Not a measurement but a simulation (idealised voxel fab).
process module | voxel self aligned contacts
cross-section cut | 290 nm wide | cells 5 nm
A cross-section is a grid of square cells, given in bands from the top down. A band is one or more rows of cells.
Each band's line starts with the height of the band's top and of its bottom, in nm. Then come its materials from left to right, each with its width in nm. One material with "throughout" fills the band from edge to edge. "air" is empty space.
Height 0 is the level under which the wafer as received is all one material. The lowest band goes on downwards, as in "0 down".
A width such as "30 to 40" changes by the same amount from each row of cells to the next, from the band's top row to its bottom row.
"no change" after a step means that no cell of the cross-section changed.
closed voids: empty space of 8 cells or more with no open way to the top, each as width x height at its distance from the left edge, in nm
after a step's settings: what the simulator itself notes on the step
overlay nm, on a step with a mask: how far to the right of its planned place the mask lay; to the left if negative
plan
1 op RECEIVE | material Si
2 op CONFORMAL_DEP | material SiO2 | thk nm 5
3 op DIRECTIONAL_DEP | material polySi | thk nm 30
4 op DIRECTIONAL_DEP | material SiN | thk nm 20
5 op MASKED_ETCH | tone cover | mask id GATE | width nm 25 | pitch nm 60 | etch materials SiN | depth nm 20 | overlay nm 0
6 op MASKED_ETCH | tone cover | mask id GATE | width nm 25 | pitch nm 60 | etch materials polySi | depth nm 30 | overlay nm 0
7 op CONFORMAL_DEP | material SiN | thk nm 10
8 op DIRECTIONAL_ETCH | etch materials SiN | depth nm 10
9 op FILL_DEP | material SiO2 | thk nm 10
10 op CMP | height nm 60
11 op DIRECTIONAL_DEP | material aC | thk nm 15
12 op PATTERN | tone open | mask id CONTACT | material resist | width nm 45 | thk nm 35 | overlay nm 0
13 op DIRECTIONAL_ETCH | etch materials aC | depth nm 15
14 op STRIP | etch materials resist
15 op DIRECTIONAL_ETCH | etch materials SiO2 | depth nm 60
16 op STRIP | etch materials aC
17 op CONFORMAL_DEP | material TiN | thk nm 5
18 op FILL_DEP | material W | thk nm 5
19 op CMP | height nm 60
20 op CONFORMAL_DEP | material SiN | thk nm 5
as received, after step 1
  0 down: Si throughout
  closed voids: none
a wafer at the end: this start, this plan, one mistake
  65 to 35: SiN throughout
  35 to 5: SiN 100 | polySi 25 | SiN 35 | polySi 25 | SiN 105
  5 to 0: SiO2 throughout
  0 down: Si throughout
  closed voids: none
what went wrong: step 9 ran as: op FILL_DEP | material SiN | thk nm 10
